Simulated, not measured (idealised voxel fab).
Herein follows the process module entitled voxel transistor to metal.
The width of the displayed cross-section, cut, is 255 nm; its cells are square, with a size of 5 nm.
A cross-section in this document is a grid of square cells, and it is written down as bands, the top band listed before the ones below it; a band is made up of one or more rows of cells. Band entry format. Leading values: height of top, height of bottom, nm. Remainder: materials in left-to-right order, each with its width in nm. Special words: "everywhere" on a single material, which then fills the band edge to edge; "empty", empty space. Where do heights start? At 0: under that level the wafer as delivered is made of one material only. And the lowest band has no floor; it just carries on downward, as in "0..down". So if you see something like "30..40" for the width, read it as the top row of the band sitting at the first number and the bottom row at the second, with every row in between moving by the same amount as the last. What does "no modification" mean for a step? It means no cell of the cross-section changed in that step. So "Closed void entries" is basically the list of trapped voids: any empty space of 8 cells or more that can't reach the top through an opening. They're written width x height at distance, the distance being from the left edge, and it's all nm. Read whatever lies past the settings on a step's line as the simulator's own remark about the step. overlay nm: mask offset rightward from planned place, masked step; negative means leftward offset.
Listed below are the process steps as planned
1: RECEIVE (material Si)
2: CONFORMAL_DEP (material SiO2; thk nm 5)
3: CONFORMAL_DEP (material SiN; thk nm 15)
4: MASKED_ETCH (tone cover; mask id ACTIVE; width nm 90; pitch nm 110; etch materials SiN; depth nm 15; overlay nm 0)
5: MASKED_ETCH (tone cover; mask id ACTIVE; width nm 90; pitch nm 110; etch materials SiO2; depth nm 5; overlay nm 0)
6: MASKED_ETCH (tone cover; mask id ACTIVE; width nm 90; pitch nm 110; etch materials Si; depth nm 25; overlay nm 0)
7: OXIDIZE (depth nm 5)
8: FILL_DEP (material SiO2; thk nm 10)
9: CMP (height nm 20)
10: SELECTIVE_ETCH (etch materials SiO2; depth nm 10)
11: STRIP (etch materials SiN)
12: SELECTIVE_ETCH (etch materials SiO2; depth nm 5)
13: OXIDIZE (depth nm 5)
14: DIRECTIONAL_DEP (material polySi; thk nm 25)
15: DIRECTIONAL_DEP (material SiCN; thk nm 15)
16: PATTERN (tone cover; mask id GATE; material resist; width nm 20; pitch nm 110; thk nm 20; overlay nm 0)
17: DIRECTIONAL_ETCH (etch materials SiCN; depth nm 25)
18: DIRECTIONAL_ETCH (etch materials polySi; depth nm 35)
19: STRIP (etch materials resist)
20: CONFORMAL_DEP (material SiN; thk nm 10)
21: DIRECTIONAL_ETCH (etch materials SiN; depth nm 10)
22: DIRECTIONAL_ETCH (etch materials SiO2; depth nm 5)
23: DIRECTIONAL_ETCH (etch materials Si; depth nm 10)
24: EPI (material nSi; thk nm 15)
25: FILL_DEP (material SiO2; thk nm 5)
26: CMP (height nm 40)
27: DIRECTIONAL_DEP (material SiO2; thk nm 10)
28: PATTERN (tone open; mask id CONTACT; material resist; width nm 25; pitch nm 55; thk nm 15; overlay nm 0)
29: DIRECTIONAL_ETCH (etch materials SiO2; depth nm 50)
30: STRIP (etch materials resist)
31: CONFORMAL_DEP (material TiN; thk nm 5)
32: FILL_DEP (material Ru; thk nm 5)
33: CMP (height nm 50)
34: DIRECTIONAL_DEP (material TiN; thk nm 5)
35: DIRECTIONAL_DEP (material Ru; thk nm 15)
36: MASKED_ETCH (tone cover; mask id METAL_1; width nm 15; etch materials Ru; depth nm 15; overlay nm 0)
37: MASKED_ETCH (tone cover; mask id METAL_1; width nm 15; etch materials TiN; depth nm 5; overlay nm 0)
38: CONFORMAL_DEP (material SiN; thk nm 5)
39: FILL_DEP (material SiO2; thk nm 10)
40: CMP (height nm 70)
41: CONFORMAL_DEP (material SiCN; thk nm 5)
42: DIRECTIONAL_DEP (material SiO2; thk nm 30)
43: MASKED_ETCH (tone open; mask id METAL_2; width nm 15; pitch nm 110; etch materials SiO2; depth nm 15; overlay nm 0)
44: DIRECTIONAL_DEP (material aC; thk nm 10)
45: PATTERN (tone open; mask id METAL_2_HOLES; material resist; width nm 15; pitch nm 110; thk nm 30; overlay nm 0)
46: DIRECTIONAL_ETCH (etch materials aC; depth nm 10)
47: STRIP (etch materials resist)
48: DIRECTIONAL_ETCH (etch materials SiO2; depth nm 15)
49: DIRECTIONAL_ETCH (etch materials SiCN; depth nm 5)
50: STRIP (etch materials aC)
51: CONFORMAL_DEP (material TiN; thk nm 5)
52: FILL_DEP (material Ru; thk nm 5)
53: CMP (height nm 105)
54: CONFORMAL_DEP (material SiN; thk nm 5)
As-received wafer cross-section (after step 1)
> 0..down  Si everywhere
> Closed void entries: none
Module complete, cross-section. Starting point and plan per above. One mistake made in running the module
> 110..105  SiN everywhere
> 105..75  30 nm SiO2, 5 nm TiN, 5 nm Ru, 5 nm TiN, 95 nm SiO2, 5 nm TiN, 5 nm Ru, 5 nm TiN, 100 nm SiO2
> 75..70  30 nm SiCN, 15 nm TiN, 95 nm SiCN, 15 nm TiN, 100 nm SiCN
> 70..55  25 nm SiO2, 5 nm SiN, 15 nm Ru, 5 nm SiN, 40 nm SiO2, 5 nm SiN, 15 nm Ru, 5 nm SiN, 20 nm SiO2, 5 nm SiN, 15 nm Ru, 5 nm SiN, 40 nm SiO2, 5 nm SiN, 15 nm Ru, 5 nm SiN, 30 nm SiO2
> 55..50  30 nm SiN, 15 nm TiN, 50 nm SiN, 15 nm TiN, 30 nm SiN, 15 nm TiN, 50 nm SiN, 15 nm TiN, 35 nm SiN
> 50..40  30 nm SiO2, 5 nm TiN, 15..10 nm Ru, 5..10 nm TiN, 30 nm SiO2, 5..10 nm TiN, 15..10 nm Ru, 5 nm TiN, 30 nm SiO2, 5 nm TiN, 15..10 nm Ru, 5..10 nm TiN, 30 nm SiO2, 5..10 nm TiN, 15..10 nm Ru, 5 nm TiN, 35 nm SiO2
> 40..25  30 nm SiO2, 5 nm TiN, 10 nm Ru, 5 nm TiN, 10 nm SiN, 20 nm SiCN, 10 nm SiN, 5 nm TiN, 10 nm Ru, 5 nm TiN, 30 nm SiO2, 5 nm TiN, 10 nm Ru, 5 nm TiN, 10 nm SiN, 20 nm SiCN, 10 nm SiN, 5 nm TiN, 10 nm Ru, 5 nm TiN, 35 nm SiO2
> 25..5  30 nm SiO2, 5 nm TiN, 10 nm Ru, 5 nm TiN, 10 nm SiN, 20 nm polySi, 10 nm SiN, 5 nm TiN, 10 nm Ru, 5 nm TiN, 30 nm SiO2, 5 nm TiN, 10 nm Ru, 5 nm TiN, 10 nm SiN, 20 nm polySi, 10 nm SiN, 5 nm TiN, 10 nm Ru, 5 nm TiN, 35 nm SiO2
> 5..0  20 nm SiO2, 10 nm SiN, 20 nm TiN, 10 nm SiN, 20 nm polySi, 10 nm SiN, 20 nm TiN, 10 nm SiN, 10 nm SiO2, 10 nm SiN, 20 nm TiN, 10 nm SiN, 20 nm polySi, 10 nm SiN, 20 nm TiN, 10 nm SiN, 25 nm SiO2
> 0..-5  30 nm SiO2, 20 nm nSi, 40 nm SiO2, 20 nm nSi, 30 nm SiO2, 20 nm nSi, 40 nm SiO2, 20 nm nSi, 35 nm SiO2
> -5..-30  30 nm SiO2, 80 nm Si, 30 nm SiO2, 80 nm Si, 35 nm SiO2
> -30..down  Si everywhere
> Closed void entries: none
Plan not followed: the processing plan was not followed for steps 23 and 24, which were run with their positions exchanged
